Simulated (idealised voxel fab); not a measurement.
process module | voxel self aligned contacts
cross-section cut | 170 nm wide | cells 5 nm
A cross-section is a grid of square cells, given in bands from the top down. A band is one or more rows of cells.
Each band's line starts with the height of the band's top and of its bottom, in nm. Then come its materials from left to right, each with its width in nm. One material with "throughout" fills the band from edge to edge. "air" is empty space.
Height 0 is the level under which the wafer as received is all one material. The lowest band goes on downwards, as in "0 down".
A width such as "30 to 40" changes by the same amount from each row of cells to the next, from the band's top row to its bottom row.
"no change" after a step means that no cell of the cross-section changed.
closed voids: empty space of 8 cells or more with no open way to the top, each as width x height at its distance from the left edge, in nm
after a step's settings: what the simulator itself notes on the step
overlay nm, on a step with a mask: how far to the right of its planned place the mask lay; to the left if negative
plan
1 op RECEIVE | material Si
2 op OXIDIZE | depth nm 5
3 op DIRECTIONAL_DEP | material polySi | thk nm 25
4 op DIRECTIONAL_DEP | material SiN | thk nm 20
5 op DIRECTIONAL_DEP | material aC | thk nm 10
6 op PATTERN | tone cover | mask id GATE | material resist | width nm 30 | pitch nm 65 | thk nm 30 | overlay nm 0
7 op DIRECTIONAL_ETCH | etch materials aC | depth nm 10
8 op STRIP | etch materials resist
9 op DIRECTIONAL_ETCH | etch materials SiN | depth nm 20
10 op DIRECTIONAL_ETCH | etch materials polySi | depth nm 25
11 op STRIP | etch materials aC
12 op CONFORMAL_DEP | material SiN | thk nm 10
13 op DIRECTIONAL_ETCH | etch materials SiN | depth nm 10
14 op FILL_DEP | material SiO2 | thk nm 20
15 op CMP | height nm 55
16 op DIRECTIONAL_DEP | material aC | thk nm 10
17 op PATTERN | tone open | mask id CONTACT | material resist | width nm 45 | thk nm 25 | overlay nm 0
18 op DIRECTIONAL_ETCH | etch materials aC | depth nm 10
19 op STRIP | etch materials resist
20 op DIRECTIONAL_ETCH | etch materials SiO2 | depth nm 60
21 op STRIP | etch materials aC
22 op CONFORMAL_DEP | material TiN | thk nm 5
23 op FILL_DEP | material Ru | thk nm 10
24 op CMP | height nm 55
25 op CONFORMAL_DEP | material SiCN | thk nm 5
as received, after step 1
  0 down: Si throughout
  closed voids: none
first wafer at the end, as planned
  60 to 55: SiCN throughout
  55 to 45: SiO2 60 | TiN 5 to 20 | Ru 35 to 5 | TiN 5 to 20 | SiO2 65
  45 to 25: SiO2 25 | SiN 50 | TiN 5 | Ru 5 | TiN 5 | SiN 50 | SiO2 30
  25 to 0: SiO2 25 | SiN 10 | polySi 30 | SiN 10 | TiN 5 | Ru 5 | TiN 5 | SiN 10 | polySi 30 | SiN 10 | SiO2 30
  0 to -5: SiO2 75 | TiN 15 | SiO2 80
  -5 down: Si throughout
  closed voids: none
second wafer at the end: like start, like plan, one mistake
  60 to 55: SiCN throughout
  55 to 45: SiO2 60 | TiN 5 to 10 | Ru 35 to 5 | TiN 5 to 30 | SiO2 65
  45 to 25: SiO2 15 | SiN 50 | TiN 5 | Ru 5 | TiN 5 | SiN 50 | SiO2 40
  25 to 0: SiO2 15 | SiN 10 | polySi 30 | SiN 10 | TiN 5 | Ru 5 | TiN 5 | SiN 10 | polySi 30 | SiN 10 | SiO2 40
  0 to -5: SiO2 65 | TiN 15 | SiO2 90
  -5 down: Si throughout
  closed voids: none
what went wrong: step 6 ran as: op PATTERN | tone cover | mask id GATE | material resist | width nm 30 | pitch nm 65 | thk nm 30 | overlay nm -10
at the end the second wafer has, in cells: as many of each material as the first, in other places
